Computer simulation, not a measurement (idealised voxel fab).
process module | voxel transistor to metal
cross-section cut | 205 nm wide | cells 5 nm
A cross-section is a grid of square cells, given in bands from the top down. A band is one or more rows of cells.
Each band's line starts with the height of the band's top and of its bottom, in nm. Then come its materials from left to right, each with its width in nm. One material with "throughout" fills the band from edge to edge. "air" is empty space.
Height 0 is the level under which the wafer as received is all one material. The lowest band goes on downwards, as in "0 down".
A width such as "30 to 40" changes by the same amount from each row of cells to the next, from the band's top row to its bottom row.
"no change" after a step means that no cell of the cross-section changed.
closed voids: empty space of 8 cells or more with no open way to the top, each as width x height at its distance from the left edge, in nm
after a step's settings: what the simulator itself notes on the step
overlay nm, on a step with a mask: how far to the right of its planned place the mask lay; to the left if negative
plan
1 op RECEIVE | material Si
2 op OXIDIZE | depth nm 5
3 op CONFORMAL_DEP | material SiN | thk nm 15
4 op MASKED_ETCH | tone cover | mask id ACTIVE | width nm 110 | etch materials SiN | depth nm 15 | overlay nm 0
5 op MASKED_ETCH | tone cover | mask id ACTIVE | width nm 110 | etch materials SiO2 | depth nm 5 | overlay nm 0
6 op MASKED_ETCH | tone cover | mask id ACTIVE | width nm 110 | etch materials Si | depth nm 25 | overlay nm 0
7 op FILL_DEP | material SiO2 | thk nm 10
8 op CMP | height nm 15
9 op SELECTIVE_ETCH | etch materials SiO2 | depth nm 5
10 op STRIP | etch materials SiN
11 op SELECTIVE_ETCH | etch materials SiO2 | depth nm 5
12 op OXIDIZE | depth nm 5
13 op DIRECTIONAL_DEP | material polySi | thk nm 25
14 op DIRECTIONAL_DEP | material SiCN | thk nm 10
15 op PATTERN | tone cover | mask id GATE | material resist | width nm 30 | thk nm 20 | overlay nm 0
16 op DIRECTIONAL_ETCH | etch materials SiCN | depth nm 20
17 op DIRECTIONAL_ETCH | etch materials polySi | depth nm 35
18 op STRIP | etch materials resist
19 op CONFORMAL_DEP | material SiO2 | thk nm 5
20 op DIRECTIONAL_ETCH | etch materials SiO2 | depth nm 5
21 op CONFORMAL_DEP | material SiN | thk nm 10
22 op DIRECTIONAL_ETCH | etch materials SiN | depth nm 10
23 op DIRECTIONAL_ETCH | etch materials SiO2 | depth nm 5
24 op DIRECTIONAL_ETCH | etch materials Si | depth nm 5
25 op EPI | material nSi | thk nm 5
26 op FILL_DEP | material SiO2 | thk nm 5
27 op CMP | height nm 20
28 op STRIP | etch materials polySi
29 op SELECTIVE_ETCH | etch materials SiO2 | depth nm 5
30 op CONFORMAL_DEP | material HfO2 | thk nm 5
31 op CONFORMAL_DEP | material TiN | thk nm 5
32 op FILL_DEP | material W | thk nm 5
33 op CMP | height nm 15
34 op DIRECTIONAL_DEP | material SiO2 | thk nm 15
35 op MASKED_ETCH | tone open | mask id CONTACT | width nm 20 | pitch nm 80 | etch materials SiO2 | depth nm 40 | overlay nm 0
36 op CONFORMAL_DEP | material TiN | thk nm 5
37 op FILL_DEP | material W | thk nm 5
38 op CMP | height nm 30
39 op DIRECTIONAL_DEP | material TiN | thk nm 5
40 op DIRECTIONAL_DEP | material Ru | thk nm 5
41 op PATTERN | tone cover | mask id METAL_1 | material resist | width nm 20 | pitch nm 80 | thk nm 15 | overlay nm 0
42 op DIRECTIONAL_ETCH | etch materials Ru | depth nm 15
43 op DIRECTIONAL_ETCH | etch materials TiN | depth nm 5
44 op STRIP | etch materials resist
45 op CONFORMAL_DEP | material SiCN | thk nm 5
46 op FILL_DEP | material SiO2 | thk nm 10
47 op CMP | height nm 50
48 op CONFORMAL_DEP | material SiN | thk nm 5
varied across the wafers: thk nm of step 40. The plan shows the first wafer's value. All wafers start alike
first wafer as received, after step 1
  0 down: Si throughout
  closed voids: none
each wafer at the end: cells of each material gained (+) or lost (-) since it was received, then its closed voids
thk nm 5 | +16 HfO2 | +8 Ru | -164 Si | +49 SiCN | +65 SiN | +381 SiO2 | +54 TiN | +32 W | +10 nSi | closed voids: none
thk nm 10 | +16 HfO2 | +16 Ru | -164 Si | +53 SiCN | +65 SiN | +369 SiO2 | +54 TiN | +32 W | +10 nSi | closed voids: none
thk nm 15 | +16 HfO2 | +24 Ru | -164 Si | +45 SiCN | +65 SiN | +369 SiO2 | +54 TiN | +32 W | +10 nSi | closed voids: none
thk nm 20 | +16 HfO2 | +57 Ru | -164 Si | +37 SiCN | +65 SiN | +311 SiO2 | +87 TiN | +32 W | +10 nSi | closed voids: none
thk nm 25 | +16 HfO2 | +90 Ru | -164 Si | +33 SiCN | +65 SiN | +282 SiO2 | +87 TiN | +32 W | +10 nSi | closed voids: none
thk nm 30 | +16 HfO2 | +123 Ru | -164 Si | +65 SiN | +282 SiO2 | +87 TiN | +32 W | +10 nSi | closed voids: none
